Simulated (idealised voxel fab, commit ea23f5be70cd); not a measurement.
Process module under the name voxel plated lines
Xsec cut, 220 nm wide, square cell size 5 nm.
If you're reading a cross-section in this doc, picture square cells in a grid; it comes to you as bands, top ones listed first down to the bottom, and a band can be one or more rows of cells. A band entry consists of two parts. The first gives the height of the band's top and the height of its bottom, in nm. The rest lists the band's materials from left to right, each with its width in nm. A single material labelled with the word "full width" fills the band from edge to edge, and the word "blank" marks empty space. All heights in this document are referenced to 0, defined as the level beneath which the wafer, as received, consists entirely of one material. The lowest band is not bounded below; it extends indefinitely downward and is written in the form "from 0 down". Width spec "30->40" -> top row of cells at first value, bottom row at second value, equal per-row change in between. "nothing got changed" (step): cross-section cells unchanged, all of them. Basically, "closed voids" tells you about the enclosed voids: empty spaces with no open way to the top, 8 cells or bigger, each written width x height at distance, where distance is from the left edge, all in nm. The remark found on a step's line after its settings is issued by the simulator itself and pertains to that step. Steps that use a mask can have "overlay nm" on their line. It says how far the mask sat to the right of where it was meant to be. Negative means to the left.

SET OUT BELOW ARE THE PLANNED STEPS OF THE PROCESS
- 1: RECEIVE with material Si
- 2: CONFORMAL_DEP with material SiN, thk nm 15
- 3: DIRECTIONAL_DEP with material TiN, thk nm 5
- 4: PATTERN with tone open, mask id LINES, material resist, width nm 15, pitch nm 35, thk nm 25, overlay nm 0
- 5: EPI with material Ru, thk nm 10
- 6: EPI with material Ru, thk nm 10
- 7: STRIP with etch materials resist
- 8: DIRECTIONAL_ETCH with etch materials TiN, depth nm 5
- 9: CONFORMAL_DEP with material SiCN, thk nm 10

BELOW: THE FIRST OF TWO WAFERS, RUN AS PLANNED

CROSS-SECTIONAL VIEW OF THE WAFER IN ITS AS-RECEIVED CONDITION, CORRESPONDING TO THE STATE AFTER STEP 1
> from 0 down: Si full width
> closed voids: none

WAFER SECTION VIEW AFTER PROCESSING STEP 2
> from 15 to 0: SiN full width
> Rest of section, below 0: as before.

WAFER SECTION VIEW AFTER PROCESSING STEP 3
> from 20 to 15: TiN full width
> Rest of section, below 15: as before.

WAFER SECTION VIEW AFTER PROCESSING STEP 4
> from 45 to 20: resist 85 / blank 15 / resist 20 / blank 15 / resist 85
> Rest of section, below 20: as before.

WAFER SECTION VIEW AFTER PROCESSING STEP 5
> from 45 to 30: resist 85 / blank 15 / resist 20 / blank 15 / resist 85
> from 30 to 20: resist 85 / Ru 15 / resist 20 / Ru 15 / resist 85
> Rest of section, below 20: as before.

WAFER SECTION VIEW AFTER PROCESSING STEP 6
> from 45 to 40: resist 85 / blank 15 / resist 20 / blank 15 / resist 85
> from 40 to 20: resist 85 / Ru 15 / resist 20 / Ru 15 / resist 85
> Rest of section, below 20: as before.

WAFER SECTION VIEW AFTER PROCESSING STEP 7
> from 40 to 20: blank 85 / Ru 15 / blank 20 / Ru 15 / blank 85
> Rest of section, below 20: as before.

WAFER SECTION VIEW AFTER PROCESSING STEP 8
> from 40 to 20: blank 85 / Ru 15 / blank 20 / Ru 15 / blank 85
> from 20 to 15: blank 85 / TiN 15 / blank 20 / TiN 15 / blank 85
> Rest of section, below 15: as before.

WAFER SECTION VIEW AFTER PROCESSING STEP 9
> from 50 to 40: blank 75 / SiCN 70 / blank 75
> from 40 to 25: blank 75 / SiCN 10 / Ru 15 / SiCN 20 / Ru 15 / SiCN 10 / blank 75
> from 25 to 20: SiCN 85 / Ru 15 / SiCN 20 / Ru 15 / SiCN 85
> from 20 to 15: SiCN 85 / TiN 15 / SiCN 20 / TiN 15 / SiCN 85
> Rest of section, below 15: as before.

IT IS TO BE NOTED THAT THE SECOND WAFER PROCEEDED FROM THE SAME INITIAL STATE AND ACCORDING TO THE SAME PLAN AS THE FIRST, ALTHOUGH ONE MISTAKE WAS COMMITTED IN ITS EXECUTION; THROUGH STEP 1, INCLUSIVE, THE TWO WAFERS SHARE AN IDENTICAL HISTORY

SECOND WAFER CROSS-SECTION, TAKEN AS OF THE TIME THE PLAN SETS FOR STEP 2 TO BE DONE
> from 5 to 0: TiN full width
> Rest of section, below 0: as before.

SECOND WAFER CROSS-SECTION, TAKEN AS OF THE TIME THE PLAN SETS FOR STEP 3 TO BE DONE
> from 20 to 5: SiN full width
> Rest of section, below 5: as before.

SECOND WAFER CROSS-SECTION, TAKEN AS OF THE TIME THE PLAN SETS FOR STEP 4 TO BE DONE
> from 45 to 20: resist 85 / blank 15 / resist 20 / blank 15 / resist 85
> Rest of section, below 20: as before.

Second wafer cross-section, taken as of the time the plan sets for step 5 to be done: nothing got changed

Second wafer cross-section, taken as of the time the plan sets for step 6 to be done: nothing got changed

SECOND WAFER CROSS-SECTION, TAKEN AS OF THE TIME THE PLAN SETS FOR STEP 7 TO BE DONE
> from 20 to 5: SiN full width
> Rest of section, below 5: as before.

Second wafer cross-section, taken as of the time the plan sets for step 8 to be done: nothing got changed

SECOND WAFER CROSS-SECTION, TAKEN AS OF THE TIME THE PLAN SETS FOR STEP 9 TO BE DONE
> from 30 to 20: SiCN full width
> Rest of section, below 20: as before.
Error vs. plan: steps 2 and 3 were swapped
Bottom line after processing is that, in cells, the second wafer is up or down on some materials versus the first: -24 Ru; -40 SiCN; +38 TiN
